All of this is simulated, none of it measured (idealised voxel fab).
process module | voxel self aligned contacts
cross-section cut | 225 nm wide | cells 5 nm
A cross-section is a grid of square cells, given in bands from the top down. A band is one or more rows of cells.
Each band's line starts with the height of the band's top and of its bottom, in nm. Then come its materials from left to right, each with its width in nm. One material with "throughout" fills the band from edge to edge. "air" is empty space.
Height 0 is the level under which the wafer as received is all one material. The lowest band goes on downwards, as in "0 down".
A width such as "30 to 40" changes by the same amount from each row of cells to the next, from the band's top row to its bottom row.
"no change" after a step means that no cell of the cross-section changed.
closed voids: empty space of 8 cells or more with no open way to the top, each as width x height at its distance from the left edge, in nm
after a step's settings: what the simulator itself notes on the step
overlay nm, on a step with a mask: how far to the right of its planned place the mask lay; to the left if negative
plan
1 op RECEIVE | material Si
2 op OXIDIZE | depth nm 5
3 op DIRECTIONAL_DEP | material polySi | thk nm 30
4 op DIRECTIONAL_DEP | material SiN | thk nm 20
5 op PATTERN | tone cover | mask id GATE | material resist | width nm 35 | pitch nm 70 | thk nm 20 | overlay nm 0
6 op DIRECTIONAL_ETCH | etch materials SiN | depth nm 20
7 op DIRECTIONAL_ETCH | etch materials polySi | depth nm 30
8 op STRIP | etch materials resist
9 op CONFORMAL_DEP | material SiN | thk nm 5
10 op DIRECTIONAL_ETCH | etch materials SiN | depth nm 5
11 op FILL_DEP | material SiO2 | thk nm 20
12 op CMP | height nm 60
13 op DIRECTIONAL_DEP | material aC | thk nm 10
14 op PATTERN | tone open | mask id CONTACT | material resist | width nm 55 | pitch nm 70 | thk nm 25 | overlay nm 0
15 op DIRECTIONAL_ETCH | etch materials aC | depth nm 10
16 op STRIP | etch materials resist
17 op DIRECTIONAL_ETCH | etch materials SiO2 | depth nm 65
18 op STRIP | etch materials aC
19 op CONFORMAL_DEP | material TiN | thk nm 5
20 op FILL_DEP | material W | thk nm 5
21 op CMP | height nm 60
22 op CONFORMAL_DEP | material SiN | thk nm 5
as received, after step 1
  0 down: Si throughout
  closed voids: none
first wafer at the end, as planned
  65 to 60: SiN throughout
  60 to 50: SiO2 50 | TiN 5 to 20 | W 45 to 15 | TiN 5 to 20 | SiO2 15 | TiN 5 to 20 | W 45 to 15 | TiN 5 to 20 | SiO2 50
  50 to 30: SiO2 20 | SiN 45 | TiN 5 | W 15 | TiN 5 | SiN 45 | TiN 5 | W 15 | TiN 5 | SiN 45 | SiO2 20
  30 to 0: SiO2 20 | SiN 5 | polySi 35 | SiN 5 | TiN 5 | W 15 | TiN 5 | SiN 5 | polySi 35 | SiN 5 | TiN 5 | W 15 | TiN 5 | SiN 5 | polySi 35 | SiN 5 | SiO2 20
  0 to -5: SiO2 65 | TiN 25 | SiO2 45 | TiN 25 | SiO2 65
  -5 down: Si throughout
  closed voids: none
second wafer at the end: like start, like plan, one mistake
  65 to 60: SiN throughout
  60 to 30: SiO2 10 | SiN 65 | TiN 5 | SiN 65 | TiN 5 | SiN 65 | SiO2 10
  30 to 10: SiO2 10 | SiN 15 | polySi 35 | SiN 15 | TiN 5 | SiN 15 | polySi 35 | SiN 15 | TiN 5 | SiN 15 | polySi 35 | SiN 15 | SiO2 10
  10 to 0: SiN 25 | polySi 35 | SiN 35 | polySi 35 | SiN 35 | polySi 35 | SiN 25
  0 to -5: SiO2 throughout
  -5 down: Si throughout
  closed voids: none
what went wrong: step 9 ran as: op CONFORMAL_DEP | material SiN | thk nm 15
at the end the second wafer has, in cells: 210 more of SiN | 76 fewer of SiO2 | 50 fewer of TiN | 84 fewer of W
